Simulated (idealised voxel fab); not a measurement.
process module | voxel gate over fins
cross-section cut | 165 nm wide | cells 5 nm
A cross-section is a grid of square cells, given in bands from the top down. A band is one or more rows of cells.
Each band's line starts with the height of the band's top and of its bottom, in nm. Then come its materials from left to right, each with its width in nm. One material with "throughout" fills the band from edge to edge. "air" is empty space.
Height 0 is the level under which the wafer as received is all one material. The lowest band goes on downwards, as in "0 down".
A width such as "30 to 40" changes by the same amount from each row of cells to the next, from the band's top row to its bottom row.
"no change" after a step means that no cell of the cross-section changed.
closed voids: empty space of 8 cells or more with no open way to the top, each as width x height at its distance from the left edge, in nm
after a step's settings: what the simulator itself notes on the step
overlay nm, on a step with a mask: how far to the right of its planned place the mask lay; to the left if negative
Each pair below shows a cross-section before one step and the cross-section after it, down to the lowest band that changed. The line under each pair gives the step between them, with its settings. The pairs can come from different runs of this module on the same starting wafer, so a pair continues from the pair above only where its "before" says so.
before
  0 down: Si throughout
  closed voids: none
after
  5 to 0: SiN throughout
  below 0: unchanged
  closed voids: none
the step between: op CONFORMAL_DEP | material SiN | thk nm 5
before: the cross-section after the pair above
after
  25 to 5: air 50 | resist 15 | air 30 | resist 15 | air 55
  below 5: unchanged
  closed voids: none
the step between: op PATTERN | tone cover | mask id FINS | material resist | width nm 15 | pitch nm 45 | thk nm 20 | overlay nm 0
before: the cross-section after the pair above
after
  25 to 5: air 50 | resist 15 | air 30 | resist 15 | air 55
  5 to 0: air 50 | SiN 15 | air 30 | SiN 15 | air 55
  below 0: unchanged
  closed voids: none
the step between: op DIRECTIONAL_ETCH | etch materials SiN | depth nm 5
before: the cross-section after the pair above
after
  25 to 5: air 50 | resist 15 | air 30 | resist 15 | air 55
  5 to 0: air 50 | SiN 15 | air 30 | SiN 15 | air 55
  0 to -30: air 50 | Si 15 | air 30 | Si 15 | air 55
  below -30: unchanged
  closed voids: none
the step between: op DIRECTIONAL_ETCH | etch materials Si | depth nm 30
before: the cross-section after the pair above
after
  5 to 0: air 50 | SiN 15 | air 30 | SiN 15 | air 55
  below 0: unchanged
  closed voids: none
the step between: op STRIP | etch materials resist
before: the cross-section after the pair above
after
  20 to 5: SiO2 throughout
  5 to 0: SiO2 50 | SiN 15 | SiO2 30 | SiN 15 | SiO2 55
  0 to -30: SiO2 50 | Si 15 | SiO2 30 | Si 15 | SiO2 55
  below -30: unchanged
  closed voids: none
the step between: op FILL_DEP | material SiO2 | thk nm 15
before: the cross-section after the pair above
after
  5 to 0: SiO2 50 | SiN 15 | SiO2 30 | SiN 15 | SiO2 55
  below 0: unchanged
  closed voids: none
the step between: op CMP | height nm 5
before: the cross-section after the pair above
after
  5 to 0: air 50 | SiN 15 | air 30 | SiN 15 | air 55
  0 to -15: air 50 | Si 15 | air 30 | Si 15 | air 55
  below -15: unchanged
  closed voids: none
the step between: op SELECTIVE_ETCH | etch materials SiO2 | depth nm 20
before: the cross-section after the pair above
after
  0 to -15: air 50 | Si 15 | air 30 | Si 15 | air 55
  below -15: unchanged
  closed voids: none
the step between: op STRIP | etch materials SiN
before: the cross-section after the pair above
after
  5 to 0: air 45 | HfO2 25 | air 20 | HfO2 25 | air 50
  0 to -10: air 45 | HfO2 5 | Si 15 | HfO2 5 | air 20 | HfO2 5 | Si 15 | HfO2 5 | air 50
  -10 to -15: HfO2 50 | Si 15 | HfO2 30 | Si 15 | HfO2 55
  below -15: unchanged
  closed voids: none
the step between: op CONFORMAL_DEP | material HfO2 | thk nm 5
before: the cross-section after the pair above
after
  10 to 5: air 40 | TiN 35 | air 10 | TiN 35 | air 45
  5 to 0: air 40 | TiN 5 | HfO2 25 | TiN 5 | air 10 | TiN 5 | HfO2 25 | TiN 5 | air 45
  0 to -5: air 40 | TiN 5 | HfO2 5 | Si 15 | HfO2 5 | TiN 5 | air 10 | TiN 5 | HfO2 5 | Si 15 | HfO2 5 | TiN 5 | air 45
  -5 to -10: TiN 45 | HfO2 5 | Si 15 | HfO2 5 | TiN 20 | HfO2 5 | Si 15 | HfO2 5 | TiN 50
  below -10: unchanged
  closed voids: none
the step between: op CONFORMAL_DEP | material TiN | thk nm 5
before: the cross-section after the pair above
after
  15 to 10: air 35 | TiAl 90 | air 40
  10 to 5: air 35 | TiAl 5 | TiN 35 | TiAl 10 | TiN 35 | TiAl 5 | air 40
  5 to 0: air 35 | TiAl 5 | TiN 5 | HfO2 25 | TiN 5 | TiAl 10 | TiN 5 | HfO2 25 | TiN 5 | TiAl 5 | air 40
  0 to -5: TiAl 40 | TiN 5 | HfO2 5 | Si 15 | HfO2 5 | TiN 5 | TiAl 10 | TiN 5 | HfO2 5 | Si 15 | HfO2 5 | TiN 5 | TiAl 45
  below -5: unchanged
  closed voids: none
the step between: op CONFORMAL_DEP | material TiAl | thk nm 5
before: the cross-section after the pair above
after
  20 to 15: air 30 | TiN 100 | air 35
  15 to 10: air 30 | TiN 5 | TiAl 90 | TiN 5 | air 35
  10 to 5: air 30 | TiN 5 | TiAl 5 | TiN 35 | TiAl 10 | TiN 35 | TiAl 5 | TiN 5 | air 35
  5 to 0: TiN 35 | TiAl 5 | TiN 5 | HfO2 25 | TiN 5 | TiAl 10 | TiN 5 | HfO2 25 | TiN 5 | TiAl 5 | TiN 40
  below 0: unchanged
  closed voids: none
the step between: op CONFORMAL_DEP | material TiN | thk nm 5
before: the cross-section after the pair above
after
  30 to 20: W throughout
  20 to 15: W 30 | TiN 100 | W 35
  15 to 10: W 30 | TiN 5 | TiAl 90 | TiN 5 | W 35
  10 to 5: W 30 | TiN 5 | TiAl 5 | TiN 35 | TiAl 10 | TiN 35 | TiAl 5 | TiN 5 | W 35
  below 5: unchanged
  closed voids: none
the step between: op FILL_DEP | material W | thk nm 10
before: the cross-section after the pair above
after
  25 to 20: W throughout
  below 20: unchanged
  closed voids: none
the step between: op CMP | height nm 25
before: the cross-section after the pair above
after
  35 to 25: SiCN throughout
  below 25: unchanged
  closed voids: none
the step between: op CONFORMAL_DEP | material SiCN | thk nm 10
before
  10 to 5: air 40 | TiN 35 | air 10 | TiN 35 | air 45
  5 to 0: air 40 | TiN 5 | HfO2 25 | TiN 5 | air 10 | TiN 5 | HfO2 25 | TiN 5 | air 45
  0 to -5: air 40 | TiN 5 | HfO2 5 | Si 15 | HfO2 5 | TiN 5 | air 10 | TiN 5 | HfO2 5 | Si 15 | HfO2 5 | TiN 5 | air 45
  -5 to -10: TiN 45 | HfO2 5 | Si 15 | HfO2 5 | TiN 20 | HfO2 5 | Si 15 | HfO2 5 | TiN 50
  -10 to -15: HfO2 50 | Si 15 | HfO2 30 | Si 15 | HfO2 55
  -15 to -30: SiO2 50 | Si 15 | SiO2 30 | Si 15 | SiO2 55
  -30 down: Si throughout
  closed voids: none
after
  15 to 5: air 35 | TiN 90 | air 40
  5 to 0: air 35 | TiN 10 | HfO2 25 | TiN 20 | HfO2 25 | TiN 10 | air 40
  0 to -10: TiN 45 | HfO2 5 | Si 15 | HfO2 5 | TiN 20 | HfO2 5 | Si 15 | HfO2 5 | TiN 50
  below -10: unchanged
  closed voids: none
the step between: op CONFORMAL_DEP | material TiN | thk nm 5
before: the cross-section after the pair above
after
  25 to 15: W throughout
  15 to 5: W 35 | TiN 90 | W 40
  5 to 0: W 35 | TiN 10 | HfO2 25 | TiN 20 | HfO2 25 | TiN 10 | W 40
  below 0: unchanged
  closed voids: none
the step between: op FILL_DEP | material W | thk nm 10
before: the cross-section after the pair above
after
  35 to 25: SiCN throughout
  below 25: unchanged
  closed voids: none
the step between: op CONFORMAL_DEP | material SiCN | thk nm 10
before
  25 to 5: air 50 | resist 15 | air 30 | resist 15 | air 55
  5 to 0: air 50 | SiN 15 | air 30 | SiN 15 | air 55
  0 to -30: air 50 | Si 15 | air 30 | Si 15 | air 55
  -30 down: Si throughout
  closed voids: none
after
  25 to 5: air 50 | resist 15 | air 30 | resist 15 | air 55
  5 to 0: air 50 | SiN 15 | air 30 | SiN 15 | air 55
  0 to -60: air 50 | Si 15 | air 30 | Si 15 | air 55
  below -60: unchanged
  closed voids: none
the step between: op DIRECTIONAL_ETCH | etch materials Si | depth nm 30
before: the cross-section after the pair above
after
  5 to 0: air 50 | SiN 15 | air 30 | SiN 15 | air 55
  below 0: unchanged
  closed voids: none
the step between: op STRIP | etch materials resist
before: the cross-section after the pair above
after
  20 to 5: SiO2 throughout
  5 to 0: SiO2 50 | SiN 15 | SiO2 30 | SiN 15 | SiO2 55
  0 to -60: SiO2 50 | Si 15 | SiO2 30 | Si 15 | SiO2 55
  below -60: unchanged
  closed voids: none
the step between: op FILL_DEP | material SiO2 | thk nm 15
before: the cross-section after the pair above
after
  5 to 0: SiO2 50 | SiN 15 | SiO2 30 | SiN 15 | SiO2 55
  below 0: unchanged
  closed voids: none
the step between: op CMP | height nm 5
before: the cross-section after the pair above
after
  5 to 0: air 50 | SiN 15 | air 30 | SiN 15 | air 55
  0 to -15: air 50 | Si 15 | air 30 | Si 15 | air 55
  below -15: unchanged
  closed voids: none
the step between: op SELECTIVE_ETCH | etch materials SiO2 | depth nm 20
before: the cross-section after the pair above
after
  0 to -15: air 50 | Si 15 | air 30 | Si 15 | air 55
  below -15: unchanged
  closed voids: none
the step between: op STRIP | etch materials SiN
before: the cross-section after the pair above
after
  5 to 0: air 45 | HfO2 25 | air 20 | HfO2 25 | air 50
  0 to -10: air 45 | HfO2 5 | Si 15 | HfO2 5 | air 20 | HfO2 5 | Si 15 | HfO2 5 | air 50
  -10 to -15: HfO2 50 | Si 15 | HfO2 30 | Si 15 | HfO2 55
  below -15: unchanged
  closed voids: none
the step between: op CONFORMAL_DEP | material HfO2 | thk nm 5
before: the cross-section after the pair above
after
  10 to 5: air 40 | TiN 35 | air 10 | TiN 35 | air 45
  5 to 0: air 40 | TiN 5 | HfO2 25 | TiN 5 | air 10 | TiN 5 | HfO2 25 | TiN 5 | air 45
  0 to -5: air 40 | TiN 5 | HfO2 5 | Si 15 | HfO2 5 | TiN 5 | air 10 | TiN 5 | HfO2 5 | Si 15 | HfO2 5 | TiN 5 | air 45
  -5 to -10: TiN 45 | HfO2 5 | Si 15 | HfO2 5 | TiN 20 | HfO2 5 | Si 15 | HfO2 5 | TiN 50
  below -10: unchanged
  closed voids: none
the step between: op CONFORMAL_DEP | material TiN | thk nm 5
before: the cross-section after the pair above
after
  15 to 10: air 35 | TiAl 90 | air 40
  10 to 5: air 35 | TiAl 5 | TiN 35 | TiAl 10 | TiN 35 | TiAl 5 | air 40
  5 to 0: air 35 | TiAl 5 | TiN 5 | HfO2 25 | TiN 5 | TiAl 10 | TiN 5 | HfO2 25 | TiN 5 | TiAl 5 | air 40
  0 to -5: TiAl 40 | TiN 5 | HfO2 5 | Si 15 | HfO2 5 | TiN 5 | TiAl 10 | TiN 5 | HfO2 5 | Si 15 | HfO2 5 | TiN 5 | TiAl 45
  below -5: unchanged
  closed voids: none
the step between: op CONFORMAL_DEP | material TiAl | thk nm 5
before: the cross-section after the pair above
after
  20 to 15: air 30 | TiN 100 | air 35
  15 to 10: air 30 | TiN 5 | TiAl 90 | TiN 5 | air 35
  10 to 5: air 30 | TiN 5 | TiAl 5 | TiN 35 | TiAl 10 | TiN 35 | TiAl 5 | TiN 5 | air 35
  5 to 0: TiN 35 | TiAl 5 | TiN 5 | HfO2 25 | TiN 5 | TiAl 10 | TiN 5 | HfO2 25 | TiN 5 | TiAl 5 | TiN 40
  below 0: unchanged
  closed voids: none
the step between: op CONFORMAL_DEP | material TiN | thk nm 5
before: the cross-section after the pair above
after
  30 to 20: W throughout
  20 to 15: W 30 | TiN 100 | W 35
  15 to 10: W 30 | TiN 5 | TiAl 90 | TiN 5 | W 35
  10 to 5: W 30 | TiN 5 | TiAl 5 | TiN 35 | TiAl 10 | TiN 35 | TiAl 5 | TiN 5 | W 35
  below 5: unchanged
  closed voids: none
the step between: op FILL_DEP | material W | thk nm 10
before: the cross-section after the pair above
after
  25 to 20: W throughout
  below 20: unchanged
  closed voids: none
the step between: op CMP | height nm 25
before: the cross-section after the pair above
after
  35 to 25: SiCN throughout
  below 25: unchanged
  closed voids: none
the step between: op CONFORMAL_DEP | material SiCN | thk nm 10
before
  0 to -15: air 50 | Si 15 | air 30 | Si 15 | air 55
  -15 to -30: SiO2 50 | Si 15 | SiO2 30 | Si 15 | SiO2 55
  -30 down: Si throughout
  closed voids: none
after
  5 to 0: air 45 | TiN 25 | air 20 | TiN 25 | air 50
  0 to -10: air 45 | TiN 5 | Si 15 | TiN 5 | air 20 | TiN 5 | Si 15 | TiN 5 | air 50
  -10 to -15: TiN 50 | Si 15 | TiN 30 | Si 15 | TiN 55
  below -15: unchanged
  closed voids: none
the step between: op CONFORMAL_DEP | material TiN | thk nm 5
before: the cross-section after the pair above
after
  10 to 5: air 40 | HfO2 35 | air 10 | HfO2 35 | air 45
  5 to 0: air 40 | HfO2 5 | TiN 25 | HfO2 5 | air 10 | HfO2 5 | TiN 25 | HfO2 5 | air 45
  0 to -5: air 40 | HfO2 5 | TiN 5 | Si 15 | TiN 5 | HfO2 5 | air 10 | HfO2 5 | TiN 5 | Si 15 | TiN 5 | HfO2 5 | air 45
  -5 to -10: HfO2 45 | TiN 5 | Si 15 | TiN 5 | HfO2 20 | TiN 5 | Si 15 | TiN 5 | HfO2 50
  below -10: unchanged
  closed voids: none
the step between: op CONFORMAL_DEP | material HfO2 | thk nm 5
before: the cross-section after the pair above
after
  15 to 10: air 35 | TiAl 90 | air 40
  10 to 5: air 35 | TiAl 5 | HfO2 35 | TiAl 10 | HfO2 35 | TiAl 5 | air 40
  5 to 0: air 35 | TiAl 5 | HfO2 5 | TiN 25 | HfO2 5 | TiAl 10 | HfO2 5 | TiN 25 | HfO2 5 | TiAl 5 | air 40
  0 to -5: TiAl 40 | HfO2 5 | TiN 5 | Si 15 | TiN 5 | HfO2 5 | TiAl 10 | HfO2 5 | TiN 5 | Si 15 | TiN 5 | HfO2 5 | TiAl 45
  below -5: unchanged
  closed voids: none
the step between: op CONFORMAL_DEP | material TiAl | thk nm 5
before: the cross-section after the pair above
after
  20 to 15: air 30 | TiN 100 | air 35
  15 to 10: air 30 | TiN 5 | TiAl 90 | TiN 5 | air 35
  10 to 5: air 30 | TiN 5 | TiAl 5 | HfO2 35 | TiAl 10 | HfO2 35 | TiAl 5 | TiN 5 | air 35
  5 to 0: TiN 35 | TiAl 5 | HfO2 5 | TiN 25 | HfO2 5 | TiAl 10 | HfO2 5 | TiN 25 | HfO2 5 | TiAl 5 | TiN 40
  below 0: unchanged
  closed voids: none
the step between: op CONFORMAL_DEP | material TiN | thk nm 5
before: the cross-section after the pair above
after
  30 to 20: W throughout
  20 to 15: W 30 | TiN 100 | W 35
  15 to 10: W 30 | TiN 5 | TiAl 90 | TiN 5 | W 35
  10 to 5: W 30 | TiN 5 | TiAl 5 | HfO2 35 | TiAl 10 | HfO2 35 | TiAl 5 | TiN 5 | W 35
  below 5: unchanged
  closed voids: none
the step between: op FILL_DEP | material W | thk nm 10
before: the cross-section after the pair above
after
  25 to 20: W throughout
  below 20: unchanged
  closed voids: none
the step between: op CMP | height nm 25
before: the cross-section after the pair above
after
  35 to 25: SiCN throughout
  below 25: unchanged
  closed voids: none
the step between: op CONFORMAL_DEP | material SiCN | thk nm 10
before
  10 to 5: air 40 | TiN 35 | air 10 | TiN 35 | air 45
  5 to 0: air 40 | TiN 5 | HfO2 25 | TiN 5 | air 10 | TiN 5 | HfO2 25 | TiN 5 | air 45
  0 to -5: air 40 | TiN 5 | HfO2 5 | Si 15 | HfO2 5 | TiN 5 | air 10 | TiN 5 | HfO2 5 | Si 15 | HfO2 5 | TiN 5 | air 45
  -5 to -10: TiN 45 | HfO2 5 | Si 15 | HfO2 5 | TiN 20 | HfO2 5 | Si 15 | HfO2 5 | TiN 50
  -10 to -15: HfO2 50 | Si 15 | HfO2 30 | Si 15 | HfO2 55
  -15 to -30: SiO2 50 | Si 15 | SiO2 30 | Si 15 | SiO2 55
  -30 down: Si throughout
  closed voids: none
after
  25 to 10: air 25 | TiAl 110 | air 30
  10 to 5: TiAl 40 | TiN 35 | TiAl 10 | TiN 35 | TiAl 45
  5 to 0: TiAl 40 | TiN 5 | HfO2 25 | TiN 5 | TiAl 10 | TiN 5 | HfO2 25 | TiN 5 | TiAl 45
  0 to -5: TiAl 40 | TiN 5 | HfO2 5 | Si 15 | HfO2 5 | TiN 5 | TiAl 10 | TiN 5 | HfO2 5 | Si 15 | HfO2 5 | TiN 5 | TiAl 45
  below -5: unchanged
  closed voids: none
the step between: op CONFORMAL_DEP | material TiAl | thk nm 15
before: the cross-section after the pair above
after
  30 to 25: air 20 | TiN 120 | air 25
  25 to 15: air 20 | TiN 5 | TiAl 110 | TiN 5 | air 25
  15 to 10: TiN 25 | TiAl 110 | TiN 30
  below 10: unchanged
  closed voids: none
the step between: op CONFORMAL_DEP | material TiN | thk nm 5
before: the cross-section after the pair above
after
  40 to 30: W throughout
  30 to 25: W 20 | TiN 120 | W 25
  25 to 15: W 20 | TiN 5 | TiAl 110 | TiN 5 | W 25
  below 15: unchanged
  closed voids: none
the step between: op FILL_DEP | material W | thk nm 10
before: the cross-section after the pair above
after
  25 to 15: W 20 | TiN 5 | TiAl 110 | TiN 5 | W 25
  below 15: unchanged
  closed voids: none
the step between: op CMP | height nm 25
before: the cross-section after the pair above
after
  35 to 25: SiCN throughout
  below 25: unchanged
  closed voids: none
the step between: op CONFORMAL_DEP | material SiCN | thk nm 10
before
  5 to 0: SiN throughout
  0 down: Si throughout
  closed voids: none
after
  25 to 5: air 45 | resist 25 | air 20 | resist 25 | air 50
  below 5: unchanged
  closed voids: none
the step between: op PATTERN | tone cover | mask id FINS | material resist | width nm 25 | pitch nm 45 | thk nm 20 | overlay nm 0
before: the cross-section after the pair above
after
  25 to 5: air 45 | resist 25 | air 20 | resist 25 | air 50
  5 to 0: air 45 | SiN 25 | air 20 | SiN 25 | air 50
  below 0: unchanged
  closed voids: none
the step between: op DIRECTIONAL_ETCH | etch materials SiN | depth nm 5
before: the cross-section after the pair above
after
  25 to 5: air 45 | resist 25 | air 20 | resist 25 | air 50
  5 to 0: air 45 | SiN 25 | air 20 | SiN 25 | air 50
  0 to -30: air 45 | Si 25 | air 20 | Si 25 | air 50
  below -30: unchanged
  closed voids: none
the step between: op DIRECTIONAL_ETCH | etch materials Si | depth nm 30
before: the cross-section after the pair above
after
  5 to 0: air 45 | SiN 25 | air 20 | SiN 25 | air 50
  below 0: unchanged
  closed voids: none
the step between: op STRIP | etch materials resist
before: the cross-section after the pair above
after
  20 to 5: SiO2 throughout
  5 to 0: SiO2 45 | SiN 25 | SiO2 20 | SiN 25 | SiO2 50
  0 to -30: SiO2 45 | Si 25 | SiO2 20 | Si 25 | SiO2 50
  below -30: unchanged
  closed voids: none
the step between: op FILL_DEP | material SiO2 | thk nm 15
before: the cross-section after the pair above
after
  5 to 0: SiO2 45 | SiN 25 | SiO2 20 | SiN 25 | SiO2 50
  below 0: unchanged
  closed voids: none
the step between: op CMP | height nm 5
before: the cross-section after the pair above
after
  5 to 0: air 45 | SiN 25 | air 20 | SiN 25 | air 50
  0 to -15: air 45 | Si 25 | air 20 | Si 25 | air 50
  below -15: unchanged
  closed voids: none
the step between: op SELECTIVE_ETCH | etch materials SiO2 | depth nm 20
before: the cross-section after the pair above
after
  0 to -15: air 45 | Si 25 | air 20 | Si 25 | air 50
  below -15: unchanged
  closed voids: none
the step between: op STRIP | etch materials SiN
before: the cross-section after the pair above
after
  5 to 0: air 40 | HfO2 35 | air 10 | HfO2 35 | air 45
  0 to -10: air 40 | HfO2 5 | Si 25 | HfO2 5 | air 10 | HfO2 5 | Si 25 | HfO2 5 | air 45
  -10 to -15: HfO2 45 | Si 25 | HfO2 20 | Si 25 | HfO2 50
  below -15: unchanged
  closed voids: none
the step between: op CONFORMAL_DEP | material HfO2 | thk nm 5
before: the cross-section after the pair above
after
  10 to 5: air 35 | TiN 90 | air 40
  5 to 0: air 35 | TiN 5 | HfO2 35 | TiN 10 | HfO2 35 | TiN 5 | air 40
  0 to -5: air 35 | TiN 5 | HfO2 5 | Si 25 | HfO2 5 | TiN 10 | HfO2 5 | Si 25 | HfO2 5 | TiN 5 | air 40
  -5 to -10: TiN 40 | HfO2 5 | Si 25 | HfO2 5 | TiN 10 | HfO2 5 | Si 25 | HfO2 5 | TiN 45
  below -10: unchanged
  closed voids: none
the step between: op CONFORMAL_DEP | material TiN | thk nm 5
before: the cross-section after the pair above
after
  15 to 10: air 30 | TiAl 100 | air 35
  10 to 5: air 30 | TiAl 5 | TiN 90 | TiAl 5 | air 35
  5 to 0: air 30 | TiAl 5 | TiN 5 | HfO2 35 | TiN 10 | HfO2 35 | TiN 5 | TiAl 5 | air 35
  0 to -5: TiAl 35 | TiN 5 | HfO2 5 | Si 25 | HfO2 5 | TiN 10 | HfO2 5 | Si 25 | HfO2 5 | TiN 5 | TiAl 40
  below -5: unchanged
  closed voids: none
the step between: op CONFORMAL_DEP | material TiAl | thk nm 5
before: the cross-section after the pair above
after
  20 to 15: air 25 | TiN 110 | air 30
  15 to 10: air 25 | TiN 5 | TiAl 100 | TiN 5 | air 30
  10 to 5: air 25 | TiN 5 | TiAl 5 | TiN 90 | TiAl 5 | TiN 5 | air 30
  5 to 0: TiN 30 | TiAl 5 | TiN 5 | HfO2 35 | TiN 10 | HfO2 35 | TiN 5 | TiAl 5 | TiN 35
  below 0: unchanged
  closed voids: none
the step between: op CONFORMAL_DEP | material TiN | thk nm 5
before: the cross-section after the pair above
after
  30 to 20: W throughout
  20 to 15: W 25 | TiN 110 | W 30
  15 to 10: W 25 | TiN 5 | TiAl 100 | TiN 5 | W 30
  10 to 5: W 25 | TiN 5 | TiAl 5 | TiN 90 | TiAl 5 | TiN 5 | W 30
  below 5: unchanged
  closed voids: none
the step between: op FILL_DEP | material W | thk nm 10
before: the cross-section after the pair above
after
  25 to 20: W throughout
  below 20: unchanged
  closed voids: none
the step between: op CMP | height nm 25
before: the cross-section after the pair above
after
  35 to 25: SiCN throughout
  below 25: unchanged
  closed voids: none
the step between: op CONFORMAL_DEP | material SiCN | thk nm 10
before
  5 to 0: SiN throughout
  0 down: Si throughout
  closed voids: none
after
  25 to 5: air 45 | resist 15 | air 30 | resist 15 | air 60
  below 5: unchanged
  closed voids: none
the step between: op PATTERN | tone cover | mask id FINS | material resist | width nm 15 | pitch nm 45 | thk nm 20 | overlay nm -5
before: the cross-section after the pair above
after
  25 to 5: air 45 | resist 15 | air 30 | resist 15 | air 60
  5 to 0: air 45 | SiN 15 | air 30 | SiN 15 | air 60
  below 0: unchanged
  closed voids: none
the step between: op DIRECTIONAL_ETCH | etch materials SiN | depth nm 5
before: the cross-section after the pair above
after
  25 to 5: air 45 | resist 15 | air 30 | resist 15 | air 60
  5 to 0: air 45 | SiN 15 | air 30 | SiN 15 | air 60
  0 to -30: air 45 | Si 15 | air 30 | Si 15 | air 60
  below -30: unchanged
  closed voids: none
the step between: op DIRECTIONAL_ETCH | etch materials Si | depth nm 30
before: the cross-section after the pair above
after
  5 to 0: air 45 | SiN 15 | air 30 | SiN 15 | air 60
  below 0: unchanged
  closed voids: none
the step between: op STRIP | etch materials resist
before: the cross-section after the pair above
after
  20 to 5: SiO2 throughout
  5 to 0: SiO2 45 | SiN 15 | SiO2 30 | SiN 15 | SiO2 60
  0 to -30: SiO2 45 | Si 15 | SiO2 30 | Si 15 | SiO2 60
  below -30: unchanged
  closed voids: none
the step between: op FILL_DEP | material SiO2 | thk nm 15
before: the cross-section after the pair above
after
  5 to 0: SiO2 45 | SiN 15 | SiO2 30 | SiN 15 | SiO2 60
  below 0: unchanged
  closed voids: none
the step between: op CMP | height nm 5
before: the cross-section after the pair above
after
  5 to 0: air 45 | SiN 15 | air 30 | SiN 15 | air 60
  0 to -15: air 45 | Si 15 | air 30 | Si 15 | air 60
  below -15: unchanged
  closed voids: none
the step between: op SELECTIVE_ETCH | etch materials SiO2 | depth nm 20
before: the cross-section after the pair above
after
  0 to -15: air 45 | Si 15 | air 30 | Si 15 | air 60
  below -15: unchanged
  closed voids: none
the step between: op STRIP | etch materials SiN
before: the cross-section after the pair above
after
  5 to 0: air 40 | HfO2 25 | air 20 | HfO2 25 | air 55
  0 to -10: air 40 | HfO2 5 | Si 15 | HfO2 5 | air 20 | HfO2 5 | Si 15 | HfO2 5 | air 55
  -10 to -15: HfO2 45 | Si 15 | HfO2 30 | Si 15 | HfO2 60
  below -15: unchanged
  closed voids: none
the step between: op CONFORMAL_DEP | material HfO2 | thk nm 5
before: the cross-section after the pair above
after
  10 to 5: air 35 | TiN 35 | air 10 | TiN 35 | air 50
  5 to 0: air 35 | TiN 5 | HfO2 25 | TiN 5 | air 10 | TiN 5 | HfO2 25 | TiN 5 | air 50
  0 to -5: air 35 | TiN 5 | HfO2 5 | Si 15 | HfO2 5 | TiN 5 | air 10 | TiN 5 | HfO2 5 | Si 15 | HfO2 5 | TiN 5 | air 50
  -5 to -10: TiN 40 | HfO2 5 | Si 15 | HfO2 5 | TiN 20 | HfO2 5 | Si 15 | HfO2 5 | TiN 55
  below -10: unchanged
  closed voids: none
the step between: op CONFORMAL_DEP | material TiN | thk nm 5
before: the cross-section after the pair above
after
  15 to 10: air 30 | TiAl 90 | air 45
  10 to 5: air 30 | TiAl 5 | TiN 35 | TiAl 10 | TiN 35 | TiAl 5 | air 45
  5 to 0: air 30 | TiAl 5 | TiN 5 | HfO2 25 | TiN 5 | TiAl 10 | TiN 5 | HfO2 25 | TiN 5 | TiAl 5 | air 45
  0 to -5: TiAl 35 | TiN 5 | HfO2 5 | Si 15 | HfO2 5 | TiN 5 | TiAl 10 | TiN 5 | HfO2 5 | Si 15 | HfO2 5 | TiN 5 | TiAl 50
  below -5: unchanged
  closed voids: none
the step between: op CONFORMAL_DEP | material TiAl | thk nm 5
before: the cross-section after the pair above
after
  20 to 15: air 25 | TiN 100 | air 40
  15 to 10: air 25 | TiN 5 | TiAl 90 | TiN 5 | air 40
  10 to 5: air 25 | TiN 5 | TiAl 5 | TiN 35 | TiAl 10 | TiN 35 | TiAl 5 | TiN 5 | air 40
  5 to 0: TiN 30 | TiAl 5 | TiN 5 | HfO2 25 | TiN 5 | TiAl 10 | TiN 5 | HfO2 25 | TiN 5 | TiAl 5 | TiN 45
  below 0: unchanged
  closed voids: none
the step between: op CONFORMAL_DEP | material TiN | thk nm 5
before: the cross-section after the pair above
after
  30 to 20: W throughout
  20 to 15: W 25 | TiN 100 | W 40
  15 to 10: W 25 | TiN 5 | TiAl 90 | TiN 5 | W 40
  10 to 5: W 25 | TiN 5 | TiAl 5 | TiN 35 | TiAl 10 | TiN 35 | TiAl 5 | TiN 5 | W 40
  below 5: unchanged
  closed voids: none
the step between: op FILL_DEP | material W | thk nm 10
before: the cross-section after the pair above
after
  25 to 20: W throughout
  below 20: unchanged
  closed voids: none
the step between: op CMP | height nm 25
before: the cross-section after the pair above
after
  35 to 25: SiCN throughout
  below 25: unchanged
  closed voids: none
the step between: op CONFORMAL_DEP | material SiCN | thk nm 10
before
  15 to 10: air 35 | TiAl 90 | air 40
  10 to 5: air 35 | TiAl 5 | TiN 35 | TiAl 10 | TiN 35 | TiAl 5 | air 40
  5 to 0: air 35 | TiAl 5 | TiN 5 | HfO2 25 | TiN 5 | TiAl 10 | TiN 5 | HfO2 25 | TiN 5 | TiAl 5 | air 40
  0 to -5: TiAl 40 | TiN 5 | HfO2 5 | Si 15 | HfO2 5 | TiN 5 | TiAl 10 | TiN 5 | HfO2 5 | Si 15 | HfO2 5 | TiN 5 | TiAl 45
  -5 to -10: TiN 45 | HfO2 5 | Si 15 | HfO2 5 | TiN 20 | HfO2 5 | Si 15 | HfO2 5 | TiN 50
  -10 to -15: HfO2 50 | Si 15 | HfO2 30 | Si 15 | HfO2 55
  -15 to -30: SiO2 50 | Si 15 | SiO2 30 | Si 15 | SiO2 55
  -30 down: Si throughout
  closed voids: none
after
  20 to 15: air 30 | HfO2 100 | air 35
  15 to 10: air 30 | HfO2 5 | TiAl 90 | HfO2 5 | air 35
  10 to 5: air 30 | HfO2 5 | TiAl 5 | TiN 35 | TiAl 10 | TiN 35 | TiAl 5 | HfO2 5 | air 35
  5 to 0: HfO2 35 | TiAl 5 | TiN 5 | HfO2 25 | TiN 5 | TiAl 10 | TiN 5 | HfO2 25 | TiN 5 | TiAl 5 | HfO2 40
  below 0: unchanged
  closed voids: none
the step between: op CONFORMAL_DEP | material HfO2 | thk nm 5
before: the cross-section after the pair above
after
  30 to 20: W throughout
  20 to 15: W 30 | HfO2 100 | W 35
  15 to 10: W 30 | HfO2 5 | TiAl 90 | HfO2 5 | W 35
  10 to 5: W 30 | HfO2 5 | TiAl 5 | TiN 35 | TiAl 10 | TiN 35 | TiAl 5 | HfO2 5 | W 35
  below 5: unchanged
  closed voids: none
the step between: op FILL_DEP | material W | thk nm 10
before: the cross-section after the pair above
after
  25 to 20: W throughout
  below 20: unchanged
  closed voids: none
the step between: op CMP | height nm 25
before: the cross-section after the pair above
after
  35 to 25: SiCN throughout
  below 25: unchanged
  closed voids: none
the step between: op CONFORMAL_DEP | material SiCN | thk nm 10
before
  5 to 0: SiN throughout
  0 down: Si throughout
  closed voids: none
after
  25 to 5: resist 50 | air 15 | resist 30 | air 15 | resist 55
  below 5: unchanged
  closed voids: none
the step between: op PATTERN | tone open | mask id FINS | material resist | width nm 15 | pitch nm 45 | thk nm 20 | overlay nm 0
before: the cross-section after the pair above
after
  25 to 5: resist 50 | air 15 | resist 30 | air 15 | resist 55
  5 to 0: SiN 50 | air 15 | SiN 30 | air 15 | SiN 55
  below 0: unchanged
  closed voids: none
the step between: op DIRECTIONAL_ETCH | etch materials SiN | depth nm 5
before: the cross-section after the pair above
after
  25 to 5: resist 50 | air 15 | resist 30 | air 15 | resist 55
  5 to 0: SiN 50 | air 15 | SiN 30 | air 15 | SiN 55
  0 to -30: Si 50 | air 15 | Si 30 | air 15 | Si 55
  below -30: unchanged
  closed voids: none
the step between: op DIRECTIONAL_ETCH | etch materials Si | depth nm 30
before: the cross-section after the pair above
after
  5 to 0: SiN 50 | air 15 | SiN 30 | air 15 | SiN 55
  below 0: unchanged
  closed voids: none
the step between: op STRIP | etch materials resist
